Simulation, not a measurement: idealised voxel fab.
process module | voxel wiring stack
cross-section cut | 190 nm wide | cells 5 nm
A cross-section is a grid of square cells, given in bands from the top down. A band is one or more rows of cells.
Each band's line starts with the height of the band's top and of its bottom, in nm. Then come its materials from left to right, each with its width in nm. One material with "throughout" fills the band from edge to edge. "air" is empty space.
Height 0 is the level under which the wafer as received is all one material. The lowest band goes on downwards, as in "0 down".
A width such as "30 to 40" changes by the same amount from each row of cells to the next, from the band's top row to its bottom row.
"no change" after a step means that no cell of the cross-section changed.
closed voids: empty space of 8 cells or more with no open way to the top, each as width x height at its distance from the left edge, in nm
after a step's settings: what the simulator itself notes on the step
overlay nm, on a step with a mask: how far to the right of its planned place the mask lay; to the left if negative
plan
1 op RECEIVE | material Si
2 op CONFORMAL_DEP | material SiO2 | thk nm 10
3 op CONFORMAL_DEP | material SiN | thk nm 5
4 op DIRECTIONAL_DEP | material lowk | thk nm 15
5 op DIRECTIONAL_DEP | material aC | thk nm 10
6 op PATTERN | tone open | mask id METAL_1 | material resist | width nm 25 | pitch nm 50 | thk nm 30 | overlay nm 0
7 op DIRECTIONAL_ETCH | etch materials aC | depth nm 10
8 op STRIP | etch materials resist
9 op DIRECTIONAL_ETCH | etch materials lowk | depth nm 15
10 op DIRECTIONAL_ETCH | etch materials SiN | depth nm 5
11 op STRIP | etch materials aC
12 op CONFORMAL_DEP | material TiN | thk nm 5
13 op FILL_DEP | material Cu | thk nm 5
14 op CMP | height nm 30
15 op EPI | material Ru | thk nm 5
16 op FILL_DEP | material SiCN | thk nm 5
17 op DIRECTIONAL_DEP | material SiO2 | thk nm 25
18 op DIRECTIONAL_DEP | material aC | thk nm 15
19 op PATTERN | tone open | mask id METAL_2 | material resist | width nm 25 | pitch nm 50 | thk nm 30 | overlay nm 0
20 op DIRECTIONAL_ETCH | etch materials aC | depth nm 15
21 op STRIP | etch materials resist
22 op DIRECTIONAL_ETCH | etch materials SiO2 | depth nm 15
23 op STRIP | etch materials aC
24 op MASKED_ETCH | tone open | mask id METAL_2_HOLES | width nm 15 | etch materials SiO2 | depth nm 10 | overlay nm 0
25 op MASKED_ETCH | tone open | mask id METAL_2_HOLES | width nm 15 | etch materials SiCN | depth nm 5 | overlay nm 0
26 op CONFORMAL_DEP | material TiN | thk nm 5
27 op FILL_DEP | material Cu | thk nm 5
28 op CMP | height nm 65
29 op CONFORMAL_DEP | material SiCN | thk nm 5
first wafer, as planned
as received, after step 1
  0 down: Si throughout
  closed voids: none
after step 2
  10 to 0: SiO2 throughout
  below 0: unchanged
after step 3
  15 to 10: SiN throughout
  below 10: unchanged
after step 4
  30 to 15: lowk throughout
  below 15: unchanged
after step 5
  40 to 30: aC throughout
  below 30: unchanged
after step 6
  70 to 40: resist 55 | air 25 | resist 25 | air 25 | resist 60
  below 40: unchanged
after step 7
  60 to 40: resist 55 | air 25 | resist 25 | air 25 | resist 60
  40 to 30: aC 55 | air 25 | aC 25 | air 25 | aC 60
  below 30: unchanged
after step 8
  40 to 30: aC 55 | air 25 | aC 25 | air 25 | aC 60
  below 30: unchanged
after step 9
  40 to 30: aC 55 | air 25 | aC 25 | air 25 | aC 60
  30 to 15: lowk 55 | air 25 | lowk 25 | air 25 | lowk 60
  below 15: unchanged
after step 10
  40 to 30: aC 55 | air 25 | aC 25 | air 25 | aC 60
  30 to 15: lowk 55 | air 25 | lowk 25 | air 25 | lowk 60
  15 to 10: SiN 55 | air 25 | SiN 25 | air 25 | SiN 60
  below 10: unchanged
after step 11
  30 to 15: lowk 55 | air 25 | lowk 25 | air 25 | lowk 60
  below 15: unchanged
after step 12
  35 to 30: TiN 60 | air 15 | TiN 35 | air 15 | TiN 65
  30 to 15: lowk 55 | TiN 5 | air 15 | TiN 5 | lowk 25 | TiN 5 | air 15 | TiN 5 | lowk 60
  15 to 10: SiN 55 | TiN 25 | SiN 25 | TiN 25 | SiN 60
  below 10: unchanged
after step 13
  40 to 35: Cu throughout
  35 to 30: TiN 60 | Cu 15 | TiN 35 | Cu 15 | TiN 65
  30 to 15: lowk 55 | TiN 5 | Cu 15 | TiN 5 | lowk 25 | TiN 5 | Cu 15 | TiN 5 | lowk 60
  below 15: unchanged
after step 14
  30 to 15: lowk 55 | TiN 5 | Cu 15 | TiN 5 | lowk 25 | TiN 5 | Cu 15 | TiN 5 | lowk 60
  below 15: unchanged
after step 15
  35 to 30: air 50 | Ru 35 | air 15 | Ru 35 | air 55
  below 30: unchanged
after step 16
  40 to 35: SiCN throughout
  35 to 30: SiCN 50 | Ru 35 | SiCN 15 | Ru 35 | SiCN 55
  below 30: unchanged
after step 17
  65 to 40: SiO2 throughout
  below 40: unchanged
after step 18
  80 to 65: aC throughout
  below 65: unchanged
after step 19
  110 to 80: resist 55 | air 25 | resist 25 | air 25 | resist 60
  below 80: unchanged
after step 20
  95 to 80: resist 55 | air 25 | resist 25 | air 25 | resist 60
  80 to 65: aC 55 | air 25 | aC 25 | air 25 | aC 60
  below 65: unchanged
after step 21
  80 to 65: aC 55 | air 25 | aC 25 | air 25 | aC 60
  below 65: unchanged
after step 22
  80 to 65: aC 55 | air 25 | aC 25 | air 25 | aC 60
  65 to 50: SiO2 55 | air 25 | SiO2 25 | air 25 | SiO2 60
  below 50: unchanged
after step 23
  65 to 50: SiO2 55 | air 25 | SiO2 25 | air 25 | SiO2 60
  below 50: unchanged
after step 24
  65 to 50: SiO2 55 | air 25 | SiO2 25 | air 25 | SiO2 60
  50 to 40: SiO2 55 | air 15 | SiO2 120
  below 40: unchanged
after step 25
  65 to 50: SiO2 55 | air 25 | SiO2 25 | air 25 | SiO2 60
  50 to 40: SiO2 55 | air 15 | SiO2 120
  40 to 35: SiCN 55 | air 15 | SiCN 120
  below 35: unchanged
after step 26
  70 to 65: TiN 60 | air 15 | TiN 35 | air 15 | TiN 65
  65 to 55: SiO2 55 | TiN 5 | air 15 | TiN 5 | SiO2 25 | TiN 5 | air 15 | TiN 5 | SiO2 60
  55 to 50: SiO2 55 | TiN 5 | air 5 | TiN 15 | SiO2 25 | TiN 25 | SiO2 60
  50 to 40: SiO2 55 | TiN 5 | air 5 | TiN 5 | SiO2 120
  40 to 35: SiCN 55 | TiN 15 | SiCN 120
  below 35: unchanged
after step 27
  75 to 70: Cu throughout
  70 to 65: TiN 60 | Cu 15 | TiN 35 | Cu 15 | TiN 65
  65 to 55: SiO2 55 | TiN 5 | Cu 15 | TiN 5 | SiO2 25 | TiN 5 | Cu 15 | TiN 5 | SiO2 60
  55 to 50: SiO2 55 | TiN 5 | Cu 5 | TiN 15 | SiO2 25 | TiN 25 | SiO2 60
  50 to 40: SiO2 55 | TiN 5 | Cu 5 | TiN 5 | SiO2 120
  below 40: unchanged
after step 28
  65 to 55: SiO2 55 | TiN 5 | Cu 15 | TiN 5 | SiO2 25 | TiN 5 | Cu 15 | TiN 5 | SiO2 60
  below 55: unchanged
after step 29
  70 to 65: SiCN throughout
  below 65: unchanged
second wafer: like start, like plan, one mistake. Through step 15 it matches the first wafer
when step 16 should have ended: no change
when step 17 should have ended
  60 to 55: air 50 | SiO2 35 | air 15 | SiO2 35 | air 55
  55 to 35: SiO2 throughout
  35 to 30: SiO2 50 | Ru 35 | SiO2 15 | Ru 35 | SiO2 55
  below 30: unchanged
when step 18 should have ended
  75 to 70: air 50 | aC 35 | air 15 | aC 35 | air 55
  70 to 60: aC throughout
  60 to 55: aC 50 | SiO2 35 | aC 15 | SiO2 35 | aC 55
  below 55: unchanged
when step 19 should have ended
  105 to 75: resist 55 | air 25 | resist 25 | air 25 | resist 60
  75 to 70: resist 50 | aC 35 | resist 15 | aC 35 | resist 55
  below 70: unchanged
when step 20 should have ended
  90 to 75: resist 55 | air 25 | resist 25 | air 25 | resist 60
  75 to 70: resist 50 | aC 5 | air 25 | aC 5 | resist 15 | aC 5 | air 25 | aC 5 | resist 55
  70 to 60: aC 55 | air 25 | aC 25 | air 25 | aC 60
  below 60: unchanged
when step 21 should have ended
  75 to 70: air 50 | aC 5 | air 25 | aC 5 | air 15 | aC 5 | air 25 | aC 5 | air 55
  below 70: unchanged
when step 22 should have ended
  75 to 70: air 50 | aC 5 | air 25 | aC 5 | air 15 | aC 5 | air 25 | aC 5 | air 55
  70 to 60: aC 55 | air 25 | aC 25 | air 25 | aC 60
  60 to 55: aC 50 | SiO2 5 | air 25 | SiO2 5 | aC 15 | SiO2 5 | air 25 | SiO2 5 | aC 55
  55 to 45: SiO2 55 | air 25 | SiO2 25 | air 25 | SiO2 60
  below 45: unchanged
when step 23 should have ended
  60 to 55: air 50 | SiO2 5 | air 25 | SiO2 5 | air 15 | SiO2 5 | air 25 | SiO2 5 | air 55
  below 55: unchanged
when step 24 should have ended
  60 to 55: air 50 | SiO2 5 | air 25 | SiO2 5 | air 15 | SiO2 5 | air 25 | SiO2 5 | air 55
  55 to 45: SiO2 55 | air 25 | SiO2 25 | air 25 | SiO2 60
  45 to 35: SiO2 55 | air 15 | SiO2 120
  below 35: unchanged
when step 25 should have ended: no change
when step 26 should have ended
  65 to 60: air 45 | TiN 15 | air 15 | TiN 15 | air 5 | TiN 15 | air 15 | TiN 15 | air 50
  60 to 55: TiN 50 | SiO2 5 | TiN 5 | air 15 | TiN 5 | SiO2 5 | TiN 15 | SiO2 5 | TiN 5 | air 15 | TiN 5 | SiO2 5 | TiN 55
  55 to 50: SiO2 55 | TiN 5 | air 15 | TiN 5 | SiO2 25 | TiN 5 | air 15 | TiN 5 | SiO2 60
  50 to 45: SiO2 55 | TiN 5 | air 5 | TiN 15 | SiO2 25 | TiN 25 | SiO2 60
  45 to 40: SiO2 55 | TiN 5 | air 5 | TiN 5 | SiO2 120
  40 to 35: SiO2 55 | TiN 15 | SiO2 120
  below 35: unchanged
when step 27 should have ended
  70 to 65: Cu throughout
  65 to 60: Cu 45 | TiN 15 | Cu 15 | TiN 15 | Cu 5 | TiN 15 | Cu 15 | TiN 15 | Cu 50
  60 to 55: TiN 50 | SiO2 5 | TiN 5 | Cu 15 | TiN 5 | SiO2 5 | TiN 15 | SiO2 5 | TiN 5 | Cu 15 | TiN 5 | SiO2 5 | TiN 55
  55 to 50: SiO2 55 | TiN 5 | Cu 15 | TiN 5 | SiO2 25 | TiN 5 | Cu 15 | TiN 5 | SiO2 60
  50 to 45: SiO2 55 | TiN 5 | Cu 5 | TiN 15 | SiO2 25 | TiN 25 | SiO2 60
  45 to 40: SiO2 55 | TiN 5 | Cu 5 | TiN 5 | SiO2 120
  below 40: unchanged
when step 28 should have ended
  65 to 60: Cu 45 | TiN 15 | Cu 15 | TiN 15 | Cu 5 | TiN 15 | Cu 15 | TiN 15 | Cu 50
  below 60: unchanged
when step 29 should have ended
  70 to 65: SiCN throughout
  below 65: unchanged
what went wrong: step 16 was left out
at the end the second wafer has, in cells: 25 more of Cu | 59 fewer of SiCN | 34 more of TiN
